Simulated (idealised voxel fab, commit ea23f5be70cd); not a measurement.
This is a process module. Its name is voxel ribs on slabs.
Section cut is 190 nm wide and gridded with 5 nm square cells.
Throughout this document, each cross-section is represented as a grid of square cells and is presented as a sequence of bands enumerated from the top downward, where a band comprises one or more rows of cells.
It is stipulated that each band's entry specify, in nanometres, the height of the top of the band and then that of its bottom, followed by the materials of the band in left-to-right sequence, each together with its width in nanometres. A single material marked by the word "all across" is understood to fill the band from edge to edge; the word "blank" is understood to denote empty space.
Heights are reckoned from 0. Under this level, the received wafer is all of one material. The bottommost band is open-ended downward, for example "top 0, no bottom".
So if you see something like "30->40" for the width, read it as the top row of the band sitting at the first number and the bottom row at the second, with every row in between moving by the same amount as the last.
"all unchanged", as given for a step, is the statement that not any cell of the cross-section underwent a change during that step.
Empty spaces without an open route to the top, at least 8 cells in extent, make up the entry "Enclosed void inventory"; each is given as width x height at distance, where the distance is measured from the left edge, and all are in nm.
That trailing text on a step's line, after the settings, is the simulator's own remark on the step.
A step's line can hold "overlay nm"; with a mask on that step, the setting says how far right of the planned place the mask lay, while a negative setting says it lay to the left.
### Listed below are the process steps as planned
1,RECEIVE: material Si
2,DIRECTIONAL_DEP: material SiO2, thk nm 30
3,DIRECTIONAL_DEP: material polySi, thk nm 15
4,MASKED_ETCH: tone cover, mask id RIB, width nm 25, etch materials polySi, depth nm 10, overlay nm -15
5,MASKED_ETCH: tone cover, mask id SLAB, width nm 65, etch materials polySi, depth nm 5, overlay nm 0
6,FILL_DEP: material SiO2, thk nm 15
7,CMP: height nm 55
8,DIRECTIONAL_DEP: material TiN, thk nm 10
9,PATTERN: tone cover, mask id HEATER, material resist, width nm 35, thk nm 15, overlay nm 0
10,DIRECTIONAL_ETCH: etch materials TiN, depth nm 10
11,STRIP: etch materials resist
12,CONFORMAL_DEP: material SiN, thk nm 10
Where the wafers of this document differ is in the overlay nm of step 4; they start out the same, and the plan states the value that applied to the first wafer.
### Cross-section, first of several wafers, as delivered after step 1
* top 0, no bottom = Si all across
* Enclosed void inventory: none
### What follows is a table in which each wafer occupies a row; for the wafer as it stands at the close of the module, the row states, material by material, how many cells have been gained (+) or lost (-) since receipt, and then gives its closed voids
overlay nm -15 | +84 SiN | +395 SiO2 | +14 TiN | +23 polySi | Enclosed void inventory: none
overlay nm -10 | +84 SiN | +395 SiO2 | +14 TiN | +23 polySi | Enclosed void inventory: none
overlay nm -5 | +84 SiN | +395 SiO2 | +14 TiN | +23 polySi | Enclosed void inventory: none
overlay nm 0 | +84 SiN | +395 SiO2 | +14 TiN | +23 polySi | Enclosed void inventory: none
overlay nm 5 | +84 SiN | +395 SiO2 | +14 TiN | +23 polySi | Enclosed void inventory: none
overlay nm 10 | +84 SiN | +395 SiO2 | +14 TiN | +23 polySi | Enclosed void inventory: none
overlay nm 15 | +84 SiN | +395 SiO2 | +14 TiN | +23 polySi | Enclosed void inventory: none
